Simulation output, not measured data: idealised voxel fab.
process module | voxel ribs on slabs
cross-section cut | 270 nm wide | cells 5 nm
A cross-section is a grid of square cells, given in bands from the top down. A band is one or more rows of cells.
Each band's line starts with the height of the band's top and of its bottom, in nm. Then come its materials from left to right, each with its width in nm. One material with "throughout" fills the band from edge to edge. "air" is empty space.
Height 0 is the level under which the wafer as received is all one material. The lowest band goes on downwards, as in "0 down".
A width such as "30 to 40" changes by the same amount from each row of cells to the next, from the band's top row to its bottom row.
"no change" after a step means that no cell of the cross-section changed.
closed voids: empty space of 8 cells or more with no open way to the top, each as width x height at its distance from the left edge, in nm
after a step's settings: what the simulator itself notes on the step
overlay nm, on a step with a mask: how far to the right of its planned place the mask lay; to the left if negative
plan
1 op RECEIVE | material Si
2 op DIRECTIONAL_DEP | material SiO2 | thk nm 30
3 op DIRECTIONAL_DEP | material polySi | thk nm 25
4 op MASKED_ETCH | tone cover | mask id RIB | width nm 20 | etch materials polySi | depth nm 20 | overlay nm 0
5 op PATTERN | tone cover | mask id SLAB | material resist | width nm 70 | thk nm 20 | overlay nm 0
6 op DIRECTIONAL_ETCH | etch materials polySi | depth nm 5
7 op STRIP | etch materials resist
8 op FILL_DEP | material SiO2 | thk nm 20
9 op CMP | height nm 65
10 op DIRECTIONAL_DEP | material TiN | thk nm 10
11 op DIRECTIONAL_DEP | material aC | thk nm 10
12 op PATTERN | tone cover | mask id HEATER | material resist | width nm 30 | thk nm 30 | overlay nm 0
13 op DIRECTIONAL_ETCH | etch materials aC | depth nm 10
14 op STRIP | etch materials resist
15 op DIRECTIONAL_ETCH | etch materials TiN | depth nm 10
16 op STRIP | etch materials aC
17 op CONFORMAL_DEP | material SiO2 | thk nm 10
first wafer, as planned
as received, after step 1
  0 down: Si throughout
  closed voids: none
after step 2
  30 to 0: SiO2 throughout
  below 0: unchanged
after step 3
  55 to 30: polySi throughout
  below 30: unchanged
after step 4
  55 to 35: air 125 | polySi 20 | air 125
  below 35: unchanged
after step 5
  75 to 55: air 100 | resist 70 | air 100
  55 to 35: air 100 | resist 25 | polySi 20 | resist 25 | air 100
  below 35: unchanged
after step 6
  75 to 55: air 100 | resist 70 | air 100
  55 to 35: air 100 | resist 25 | polySi 20 | resist 25 | air 100
  35 to 30: air 100 | polySi 70 | air 100
  below 30: unchanged
after step 7
  55 to 35: air 125 | polySi 20 | air 125
  below 35: unchanged
after step 8
  75 to 55: SiO2 throughout
  55 to 35: SiO2 125 | polySi 20 | SiO2 125
  35 to 30: SiO2 100 | polySi 70 | SiO2 100
  below 30: unchanged
after step 9
  65 to 55: SiO2 throughout
  below 55: unchanged
after step 10
  75 to 65: TiN throughout
  below 65: unchanged
after step 11
  85 to 75: aC throughout
  below 75: unchanged
after step 12
  115 to 85: air 120 | resist 30 | air 120
  below 85: unchanged
after step 13
  105 to 85: air 120 | resist 30 | air 120
  85 to 75: air 120 | aC 30 | air 120
  below 75: unchanged
after step 14
  85 to 75: air 120 | aC 30 | air 120
  below 75: unchanged
after step 15
  85 to 75: air 120 | aC 30 | air 120
  75 to 65: air 120 | TiN 30 | air 120
  below 65: unchanged
after step 16
  75 to 65: air 120 | TiN 30 | air 120
  below 65: unchanged
after step 17
  85 to 75: air 110 | SiO2 50 | air 110
  75 to 65: SiO2 120 | TiN 30 | SiO2 120
  below 65: unchanged
second wafer: like start, like plan, one mistake. Through step 4 it matches the first wafer
when step 5 should have ended
  75 to 55: resist 100 | air 70 | resist 100
  55 to 35: resist 100 | air 25 | polySi 20 | air 25 | resist 100
  below 35: unchanged
when step 6 should have ended
  75 to 50: resist 100 | air 70 | resist 100
  50 to 35: resist 100 | air 25 | polySi 20 | air 25 | resist 100
  35 to 30: polySi 100 | air 25 | polySi 20 | air 25 | polySi 100
  below 30: unchanged
when step 7 should have ended
  50 to 35: air 125 | polySi 20 | air 125
  below 35: unchanged
when step 8 should have ended
  70 to 50: SiO2 throughout
  50 to 35: SiO2 125 | polySi 20 | SiO2 125
  35 to 30: polySi 100 | SiO2 25 | polySi 20 | SiO2 25 | polySi 100
  below 30: unchanged
when step 9 should have ended
  65 to 50: SiO2 throughout
  below 50: unchanged
when step 10 should have ended
  75 to 65: TiN throughout
  below 65: unchanged
when step 11 should have ended
  85 to 75: aC throughout
  below 75: unchanged
when step 12 should have ended
  115 to 85: air 120 | resist 30 | air 120
  below 85: unchanged
when step 13 should have ended
  105 to 85: air 120 | resist 30 | air 120
  85 to 75: air 120 | aC 30 | air 120
  below 75: unchanged
when step 14 should have ended
  85 to 75: air 120 | aC 30 | air 120
  below 75: unchanged
when step 15 should have ended
  85 to 75: air 120 | aC 30 | air 120
  75 to 65: air 120 | TiN 30 | air 120
  below 65: unchanged
when step 16 should have ended
  75 to 65: air 120 | TiN 30 | air 120
  below 65: unchanged
when step 17 should have ended
  85 to 75: air 110 | SiO2 50 | air 110
  75 to 65: SiO2 120 | TiN 30 | SiO2 120
  below 65: unchanged
what went wrong: step 5 ran as: op PATTERN | tone open | mask id SLAB | material resist | width nm 70 | thk nm 20 | overlay nm 0
at the end the second wafer has, in cells: 26 fewer of SiO2 | 26 more of polySi
